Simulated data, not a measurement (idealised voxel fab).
Herein follows the process module entitled voxel lift off.
FYI the section here is cut, 165 nm wide, cells are 5 nm squares.
Throughout this document, each cross-section is represented as a grid of square cells and is presented as a sequence of bands enumerated from the top downward, where a band comprises one or more rows of cells.
The band entry comprises the height of the band's top followed by the height of its bottom, expressed in nm, and subsequently the band's materials from left to right, each stated together with its width in nm. Where a single material is marked with the word "all across", that material fills the band from edge to edge. The word "blank" represents empty space.
Height 0 is the level under which the wafer as received is all one material. The lowest band goes on downwards, as in "z 0 and below".
Per-row width for "30..40": begins at first number (top row of band), ends at second number (bottom row), increment between rows held constant.
No cell of the cross-section changed in a step that is given as "nothing altered".
Empty spaces counting at least 8 cells and having no open way to the top are listed in "Closed void table". The notation width x height at distance is used for each, the distance being from the left edge and all three values in nm.
Anything after a step's settings on that line? It's the simulator's own note about the step.
overlay nm: where the mask lay relative to plan, measured to the right, on steps with a mask; negatives go left.

Planned step list for the process:
1. RECEIVE [material Si]
2. CONFORMAL_DEP [material SiO2] [thk nm 10]
3. PATTERN [tone open] [mask id LINES] [material resist] [width nm 15] [pitch nm 30] [thk nm 25] [overlay nm 0]
4. DIRECTIONAL_DEP [material Ru] [thk nm 15]
5. STRIP [etch materials resist]
6. CONFORMAL_DEP [material SiO2] [thk nm 5]

Wafer, first of two, run as planned:

Incoming wafer in cross-section (state: after step 1):
> z 0 and below = Si all across
> Closed void table: none

Take a look at the wafer's cross-section after step 2:
> z 10 to 0 = SiO2 all across
> Below 0, no change.

Take a look at the wafer's cross-section after step 3:
> z 35 to 10 = resist (30); blank (15); resist (15); blank (15); resist (15); blank (15); resist (15); blank (15); resist (30)
> Below 10, no change.

Take a look at the wafer's cross-section after step 4:
> z 50 to 35 = Ru (30); blank (15); Ru (15); blank (15); Ru (15); blank (15); Ru (15); blank (15); Ru (30)
> z 35 to 25 = resist (30); blank (15); resist (15); blank (15); resist (15); blank (15); resist (15); blank (15); resist (30)
> z 25 to 10 = resist (30); Ru (15); resist (15); Ru (15); resist (15); Ru (15); resist (15); Ru (15); resist (30)
> Below 10, no change.

Take a look at the wafer's cross-section after step 5:
> z 25 to 10 = blank (30); Ru (15); blank (15); Ru (15); blank (15); Ru (15); blank (15); Ru (15); blank (30)
> Below 10, no change.

Take a look at the wafer's cross-section after step 6:
> z 30 to 25 = blank (25); SiO2 (25); blank (5); SiO2 (25); blank (5); SiO2 (25); blank (5); SiO2 (25); blank (25)
> z 25 to 15 = blank (25); SiO2 (5); Ru (15); SiO2 (5); blank (5); SiO2 (5); Ru (15); SiO2 (5); blank (5); SiO2 (5); Ru (15); SiO2 (5); blank (5); SiO2 (5); Ru (15); SiO2 (5); blank (25)
> z 15 to 10 = SiO2 (30); Ru (15); SiO2 (15); Ru (15); SiO2 (15); Ru (15); SiO2 (15); Ru (15); SiO2 (30)
> Below 10, no change.

Here the second wafer is described. Its start and its plan were those of the first wafer. Its run contained one mistake. Up to and including step 3, it did exactly what the first wafer did:

Second wafer, sectioned view, at step 4's planned end time:
> z 40 to 35 = Ru (30); blank (15); Ru (15); blank (15); Ru (15); blank (15); Ru (15); blank (15); Ru (30)
> z 35 to 15 = resist (30); blank (15); resist (15); blank (15); resist (15); blank (15); resist (15); blank (15); resist (30)
> z 15 to 10 = resist (30); Ru (15); resist (15); Ru (15); resist (15); Ru (15); resist (15); Ru (15); resist (30)
> Below 10, no change.

Second wafer, sectioned view, at step 5's planned end time:
> z 15 to 10 = blank (30); Ru (15); blank (15); Ru (15); blank (15); Ru (15); blank (15); Ru (15); blank (30)
> Below 10, no change.

Second wafer, sectioned view, at step 6's planned end time:
> z 20 to 15 = blank (25); SiO2 (25); blank (5); SiO2 (25); blank (5); SiO2 (25); blank (5); SiO2 (25); blank (25)
> z 15 to 10 = SiO2 (30); Ru (15); SiO2 (15); Ru (15); SiO2 (15); Ru (15); SiO2 (15); Ru (15); SiO2 (30)
> Below 10, no change.
Misprocessing identified: so step 4 ended up running with a different setting than we planned, it ran as DIRECTIONAL_DEP [material Ru] [thk nm 5]
Final comparison by cell count, materials where the second wafer has more or fewer than the first: -24 Ru, -16 SiO2
